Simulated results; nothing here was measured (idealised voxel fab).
The following process module bears the name voxel capacitor over wiring.
It is cross-section cut that appears here, measuring 300 nm in width, its square cells being 5 nm in size.
Notation: cross-section as square-cell grid; stated in bands, top first, going down; one or more cell rows per band. Heads up on the band format: heights come first, top then bottom, in nm. After that it's the materials left to right, each with its width in nm. A single material flagged "throughout" fills the whole band edge to edge, and "empty" means there's empty space there. Height reference: 0 = level under which incoming wafer is all one material. Lowest band: no bottom, runs on downward, e.g. "top 0, no bottom". Read "30..40" as a graded width: first number on top, second number at the bottom, same change between each pair of neighbouring rows. Given "nothing changed" for a step, no cell of the cross-section differs between before and after that step. The label "Catalogued sealed voids" introduces a list of the empty spaces, 8 cells or larger, that have no open way up to the top; each entry in it reads width x height at distance, where the distance is taken from the left edge and all three are stated in nm. That trailing text on a step's line, after the settings, is the simulator's own remark on the step. overlay nm: on a step with a mask, how far right of its planned place the mask lay; negative means left.
plan:
1. RECEIVE [material Si]
2. CONFORMAL_DEP [material SiO2] [thk nm 10]
3. CONFORMAL_DEP [material SiCN] [thk nm 5]
4. DIRECTIONAL_DEP [material lowk] [thk nm 25]
5. MASKED_ETCH [tone open] [mask id METAL_1] [width nm 30] [pitch nm 100] [etch materials lowk] [depth nm 25] [overlay nm 0]
6. MASKED_ETCH [tone open] [mask id METAL_1] [width nm 30] [pitch nm 100] [etch materials SiCN] [depth nm 5] [overlay nm 0]
7. CONFORMAL_DEP [material TiN] [thk nm 5]
8. FILL_DEP [material Cu] [thk nm 5]
9. CMP [height nm 40]
10. EPI [material Ru] [thk nm 5]
11. FILL_DEP [material SiCN] [thk nm 5]
12. DIRECTIONAL_DEP [material lowk] [thk nm 10]
13. DIRECTIONAL_DEP [material aC] [thk nm 15]
14. PATTERN [tone open] [mask id PLUG_1] [material resist] [width nm 15] [thk nm 35] [overlay nm 0]
15. DIRECTIONAL_ETCH [etch materials aC] [depth nm 15]
16. STRIP [etch materials resist]
17. DIRECTIONAL_ETCH [etch materials lowk] [depth nm 10]
18. DIRECTIONAL_ETCH [etch materials SiCN] [depth nm 5]
19. STRIP [etch materials aC]
20. EPI [material Ru] [thk nm 10]
21. EPI [material Ru] [thk nm 5]
22. DIRECTIONAL_DEP [material TiN] [thk nm 5]
23. DIRECTIONAL_DEP [material SiN] [thk nm 5]
24. DIRECTIONAL_DEP [material TiN] [thk nm 5]
25. DIRECTIONAL_DEP [material aC] [thk nm 15]
26. PATTERN [tone cover] [mask id UPPER_PLATE] [material resist] [width nm 75] [thk nm 30] [overlay nm 0]
27. DIRECTIONAL_ETCH [etch materials aC] [depth nm 15]
28. STRIP [etch materials resist]
29. DIRECTIONAL_ETCH [etch materials TiN] [depth nm 5]
30. DIRECTIONAL_ETCH [etch materials SiN] [depth nm 5]
31. STRIP [etch materials aC]
32. DIRECTIONAL_DEP [material aC] [thk nm 15]
33. PATTERN [tone cover] [mask id LOWER_PLATE] [material resist] [width nm 85] [thk nm 35] [overlay nm 0]
34. DIRECTIONAL_ETCH [etch materials aC] [depth nm 15]
35. STRIP [etch materials resist]
36. DIRECTIONAL_ETCH [etch materials TiN] [depth nm 5]
37. STRIP [etch materials aC]
38. FILL_DEP [material SiO2] [thk nm 15]
39. CMP [height nm 85]
40. DIRECTIONAL_DEP [material aC] [thk nm 15]
41. PATTERN [tone open] [mask id PLUG_2] [material resist] [width nm 15] [thk nm 35] [overlay nm 0]
42. DIRECTIONAL_ETCH [etch materials aC] [depth nm 15]
43. STRIP [etch materials resist]
44. DIRECTIONAL_ETCH [etch materials SiO2] [depth nm 10]
45. STRIP [etch materials aC]
46. CONFORMAL_DEP [material TiN] [thk nm 5]
47. FILL_DEP [material Cu] [thk nm 10]
48. CMP [height nm 85]
49. CONFORMAL_DEP [material SiCN] [thk nm 5]
The value of thk nm given for step 24 in the plan refers to the first wafer; the wafers vary in this setting and are alike at the start.
Cross-section of the first of several wafers as received (after step 1):
* top 0, no bottom: Si throughout
* Catalogued sealed voids: none
Here is how to read the rows: every wafer has a row, and it shows the wafer at the end of the module, giving for each material how many cells were gained (+) or lost (-) since the wafer was received, then listing its closed voids:
thk nm 5 | +41 Cu | +25 Ru | +209 SiCN | +15 SiN | +367 SiO2 | +69 TiN | +354 lowk | Catalogued sealed voids: none
thk nm 10 | +40 Cu | +25 Ru | +209 SiCN | +60 SiN | +265 SiO2 | +127 TiN | +354 lowk | Catalogued sealed voids: none
thk nm 15 | +40 Cu | +25 Ru | +209 SiCN | +60 SiN | +208 SiO2 | +184 TiN | +354 lowk | Catalogued sealed voids: none
thk nm 20 | +40 Cu | +25 Ru | +209 SiCN | +60 SiN | +163 SiO2 | +229 TiN | +354 lowk | Catalogued sealed voids: none
